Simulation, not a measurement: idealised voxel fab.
A process module follows: voxel local oxidation.
This is section cut - it's 285 nm across, gridded in 5 nm square cells.
Cross-section format: a grid of square cells, given as bands from top to bottom; each band is one or more rows of cells. For a band, the entry starts with two heights in nm, that of the top and then that of the bottom, and carries on with the band's materials in order from left to right, each alongside its width in nm; the word "full width" beside a single material means it fills the band edge to edge, and "empty" means empty space. Height 0 is the level under which the wafer as received is all one material. The lowest band goes on downwards, as in "0 and below". It should be noted that a width expressed as "30..40" varies in equal increments from row to row of cells within the band, taking the value of the first number at the top row and that of the second number at the bottom row. When a step is marked "remains unaltered", none of the cells in the cross-section changed during that step. Voids not open to the top, 8 cells minimum: see "Enclosed void list". Written width x height at distance; distance is from the left edge; nm. Text after the settings on a step's line: the simulator's own remark on that step. A step's line can hold "overlay nm"; with a mask on that step, the setting says how far right of the planned place the mask lay, while a negative setting says it lay to the left.
[Planned process steps]
step 1: RECEIVE with material Si
step 2: OXIDIZE with depth nm 5
step 3: CONFORMAL_DEP with material SiN, thk nm 10
step 4: DIRECTIONAL_DEP with material aC, thk nm 10
step 5: PATTERN with tone cover, mask id ACTIVE, material resist, width nm 100, thk nm 25, overlay nm 0
step 6: DIRECTIONAL_ETCH with etch materials aC, depth nm 10
step 7: STRIP with etch materials resist
step 8: DIRECTIONAL_ETCH with etch materials SiN, depth nm 10
step 9: STRIP with etch materials aC
step 10: SELECTIVE_ETCH with etch materials SiO2, depth nm 5
step 11: OXIDIZE with depth nm 10
step 12: STRIP with etch materials SiN
[Cross-sectional view of the wafer in its as-received condition, corresponding to the state after step 1]
	0 and below = Si full width
	Enclosed void list: none
[First of two wafers at the end of the module, shown in cross-section; run carried out as planned]
	0 down to -5 = 95 nm empty; 90 nm SiO2; 100 nm empty
	-5 down to -15 = 105 nm SiO2; 70 nm Si; 110 nm SiO2
	-15 and below = Si full width
	Enclosed void list: none
[Cross-sectional image of the second wafer of the two following completion of the module. Starting state and process plan were the same as for the first wafer; one execution error occurred]
	0 down to -5 = 85 nm SiO2; 110 nm empty; 90 nm SiO2
	-5 down to -15 = 75 nm Si; 130 nm SiO2; 80 nm Si
	-15 and below = Si full width
	Enclosed void list: none
Deviation from plan: step 5: run off-plan, actual operation and settings PATTERN with tone open, mask id ACTIVE, material resist, width nm 100, thk nm 25, overlay nm 0
Wrapping up, a cell-based count of both wafers puts the second over or under the first for these materials: Si: 34 more; SiO2: 17 fewer
